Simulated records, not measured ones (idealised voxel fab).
Process module in this document: voxel air gaps
In the cross-section labelled cut, the width is 260 nm and each square cell is 5 nm.
Square cells in a grid make up a cross-section in this document, and the grid is given as bands, listed from the top down, each one or more rows of cells. Read a band's entry like this: the first values are the height of its top and the height of its bottom in nm, and what follows is the sequence of materials from left to right, each with its width in nm. Note that "empty" is empty space, and that a single material marked "throughout" reaches across the band from edge to edge. Heights are reckoned from 0. Under this level, the received wafer is all of one material. The bottommost band is open-ended downward, for example "z 0 and below". Think of "30->40" as a width that walks from the first number to the second as you go down the band, top row to bottom row, taking equal-sized steps from row to row. Any step labelled "remained the same" changed none of the cells in the cross-section. Voids not open to the top, 8 cells minimum: see "Closed void entries". Written width x height at distance; distance is from the left edge; nm. What comes after the settings on a step's line is commentary from the simulator itself on that step. overlay nm: right-of-plan distance of the mask on a masked step; negative values mean left-of-plan.

## List of planned process steps
- 1: RECEIVE,material Si
- 2: CONFORMAL_DEP,material SiO2,thk nm 10
- 3: CONFORMAL_DEP,material SiCN,thk nm 5
- 4: DIRECTIONAL_DEP,material lowk,thk nm 35
- 5: DIRECTIONAL_DEP,material aC,thk nm 10
- 6: PATTERN,tone open,mask id LINES,material resist,width nm 25,pitch nm 55,thk nm 30,overlay nm 0
- 7: DIRECTIONAL_ETCH,etch materials aC,depth nm 10
- 8: STRIP,etch materials resist
- 9: DIRECTIONAL_ETCH,etch materials lowk,depth nm 35
- 10: STRIP,etch materials aC
- 11: CONFORMAL_DEP,material TiN,thk nm 5
- 12: FILL_DEP,material Ru,thk nm 10
- 13: CMP,height nm 50
- 14: EPI,material Ru,thk nm 10
- 15: SELECTIVE_ETCH,etch materials lowk,depth nm 45
- 16: CONFORMAL_DEP,material SiCN,thk nm 5

## Cross-section of the incoming wafer, state after step 1
	z 0 and below  Si throughout
	Closed void entries: none

## Cross-sectional image of the first of two wafers at the end of the module, the run having proceeded as planned
	z 65 to 60  empty=20 | SiCN=220 | empty=20
	z 60 to 50  empty=20 | SiCN=5 | Ru=45 | SiCN=10 | Ru=45 | SiCN=10 | Ru=45 | SiCN=10 | Ru=45 | SiCN=5 | empty=20
	z 50 to 45  empty=20 | SiCN=15 | TiN=5 | Ru=15 | TiN=5 | SiCN=30 | TiN=5 | Ru=15 | TiN=5 | SiCN=30 | TiN=5 | Ru=15 | TiN=5 | SiCN=30 | TiN=5 | Ru=15 | TiN=5 | SiCN=15 | empty=20
	z 45 to 20  empty=30 | SiCN=5 | TiN=5 | Ru=15 | TiN=5 | SiCN=5 | empty=20 | SiCN=5 | TiN=5 | Ru=15 | TiN=5 | SiCN=5 | empty=20 | SiCN=5 | TiN=5 | Ru=15 | TiN=5 | SiCN=5 | empty=20 | SiCN=5 | TiN=5 | Ru=15 | TiN=5 | SiCN=5 | empty=30
	z 20 to 15  SiCN=35 | TiN=25 | SiCN=30 | TiN=25 | SiCN=30 | TiN=25 | SiCN=30 | TiN=25 | SiCN=35
	z 15 to 10  SiCN throughout
	z 10 to 0  SiO2 throughout
	z 0 and below  Si throughout
	Closed void entries: 20 x 25 at 65; 20 x 25 at 120; 20 x 25 at 175

## Cross-section, second wafer: same start as the first, same plan as the first, one mistake in running it; taken at the end of the module
	z 75 to 70  empty=10 | SiCN=240 | empty=10
	z 70 to 50  empty=10 | SiCN=5 | Ru=230 | SiCN=5 | empty=10
	z 50 to 45  empty=10 | SiCN=25 | TiN=5 | Ru=15 | TiN=5 | lowk=30 | TiN=5 | Ru=15 | TiN=5 | lowk=30 | TiN=5 | Ru=15 | TiN=5 | lowk=30 | TiN=5 | Ru=15 | TiN=5 | SiCN=25 | empty=10
	z 45 to 20  empty=30 | SiCN=5 | TiN=5 | Ru=15 | TiN=5 | lowk=30 | TiN=5 | Ru=15 | TiN=5 | lowk=30 | TiN=5 | Ru=15 | TiN=5 | lowk=30 | TiN=5 | Ru=15 | TiN=5 | SiCN=5 | empty=30
	z 20 to 15  SiCN=35 | TiN=25 | lowk=30 | TiN=25 | lowk=30 | TiN=25 | lowk=30 | TiN=25 | SiCN=35
	z 15 to 10  SiCN throughout
	z 10 to 0  SiO2 throughout
	z 0 and below  Si throughout
	Closed void entries: none
Against the plan, the run slipped here: step 14 was run twice
Wrapping up, a cell-based count of both wafers puts the second over or under the first for these materials: Ru: 112 more, SiCN: 66 fewer, lowk: 126 more
Final closed voids: first wafer 3, second wafer 0.
